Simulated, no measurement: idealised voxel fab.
Presented below is a process module, voxel wiring stack.
Xsec cut, 255 nm wide, square cell size 5 nm.
Heads up, the way a cross-section reads in here is a grid of square cells, handed over as bands from the top down, with every band being one or more rows of cells. The entry gives the band's vertical extent as a top height and a bottom height in nm, then its horizontal make-up as materials from left to right, each with a width in nm. "blank" stands for empty space; a single material marked "edge to edge" fills the band edge to edge. Height is counted from the level 0, under which the received wafer is composed throughout of one material. The lowest of the bands is not closed at the bottom but continues downward, in the notation "0..down". Top row gets the first number, bottom row gets the second, and each row in between changes by the same step: that is how a band width like "30 to 40" works. Take "all unchanged" at face value: in the step it is given for, the cross-section changed in none of its cells. For the entry "Voids, sealed", the listed items are empty spaces with no open way to the top whose size is 8 cells or more; each item follows the pattern width x height at distance, where distance is from the left edge and all three are in nm. Where a step's line continues beyond its settings, the continuation is a remark by the simulator itself on that step. Each step line may optionally specify "overlay nm", which for a step with a mask gives the rightward distance between the mask's planned place and where it lay, a negative value indicating the leftward direction.
Below is the list of planned process steps:
- 1: op RECEIVE | material Si
- 2: op CONFORMAL_DEP | material SiO2 | thk nm 15
- 3: op DIRECTIONAL_DEP | material TiN | thk nm 5
- 4: op DIRECTIONAL_DEP | material W | thk nm 15
- 5: op DIRECTIONAL_DEP | material aC | thk nm 10
- 6: op PATTERN | tone cover | mask id METAL_1 | material resist | width nm 30 | pitch nm 50 | thk nm 25 | overlay nm 0
- 7: op DIRECTIONAL_ETCH | etch materials aC | depth nm 10
- 8: op STRIP | etch materials resist
- 9: op DIRECTIONAL_ETCH | etch materials W | depth nm 15
- 10: op DIRECTIONAL_ETCH | etch materials TiN | depth nm 5
- 11: op STRIP | etch materials aC
- 12: op FILL_DEP | material SiO2 | thk nm 10
- 13: op CMP | height nm 35
- 14: op CONFORMAL_DEP | material SiCN | thk nm 5
- 15: op DIRECTIONAL_DEP | material lowk | thk nm 10
- 16: op PATTERN | tone open | mask id PLUG_1 | material resist | width nm 15 | pitch nm 50 | thk nm 20 | overlay nm 0
- 17: op DIRECTIONAL_ETCH | etch materials lowk | depth nm 10
- 18: op DIRECTIONAL_ETCH | etch materials SiCN | depth nm 5
- 19: op STRIP | etch materials resist
- 20: op CONFORMAL_DEP | material TiN | thk nm 5
- 21: op FILL_DEP | material Ru | thk nm 5
- 22: op CMP | height nm 50
- 23: op DIRECTIONAL_DEP | material TiN | thk nm 5
- 24: op DIRECTIONAL_DEP | material Ru | thk nm 15
- 25: op DIRECTIONAL_DEP | material aC | thk nm 10
- 26: op PATTERN | tone cover | mask id METAL_2 | material resist | width nm 30 | pitch nm 50 | thk nm 25 | overlay nm 0
- 27: op DIRECTIONAL_ETCH | etch materials aC | depth nm 10
- 28: op STRIP | etch materials resist
- 29: op DIRECTIONAL_ETCH | etch materials Ru | depth nm 15
- 30: op DIRECTIONAL_ETCH | etch materials TiN | depth nm 5
- 31: op STRIP | etch materials aC
- 32: op CONFORMAL_DEP | material SiCN | thk nm 5
- 33: op FILL_DEP | material lowk | thk nm 10
- 34: op CMP | height nm 70
- 35: op CONFORMAL_DEP | material SiCN | thk nm 5
Delivered wafer in cross-section: state after step 1:
> 0..down: Si edge to edge
> Voids, sealed: none
The plan above was carried out on the starting structure above with one mistake, and this cross-section shows the wafer at the end of the module:
> 75..70: SiCN edge to edge
> 70..55: lowk=30 / SiCN=5 / Ru=30 / SiCN=5 / lowk=10 / SiCN=5 / Ru=30 / SiCN=5 / lowk=10 / SiCN=5 / Ru=30 / SiCN=5 / lowk=10 / SiCN=5 / Ru=30 / SiCN=5 / lowk=35
> 55..50: SiCN=35 / TiN=30 / SiCN=20 / TiN=30 / SiCN=20 / TiN=30 / SiCN=20 / TiN=30 / SiCN=40
> 50..40: lowk=35 / TiN=5 / Ru=5 / TiN=5 / lowk=35 / TiN=5 / Ru=5 / TiN=5 / lowk=35 / TiN=5 / Ru=5 / TiN=5 / lowk=35 / TiN=5 / Ru=5 / TiN=5 / lowk=55
> 40..35: SiCN=35 / TiN=15 / SiCN=35 / TiN=15 / SiCN=35 / TiN=15 / SiCN=35 / TiN=15 / SiCN=55
> 35..30: SiO2=35 / W=30 / SiO2=20 / W=30 / SiO2=20 / W=30 / SiO2=20 / W=30 / SiO2=40
> 30..25: SiO2=35 / TiN=30 / SiO2=20 / TiN=30 / SiO2=20 / TiN=30 / SiO2=20 / TiN=30 / SiO2=40
> 25..0: SiO2 edge to edge
> 0..down: Si edge to edge
> Voids, sealed: none
Error vs. plan: step 2, actual vs plan mismatch, actual run op CONFORMAL_DEP | material SiO2 | thk nm 25
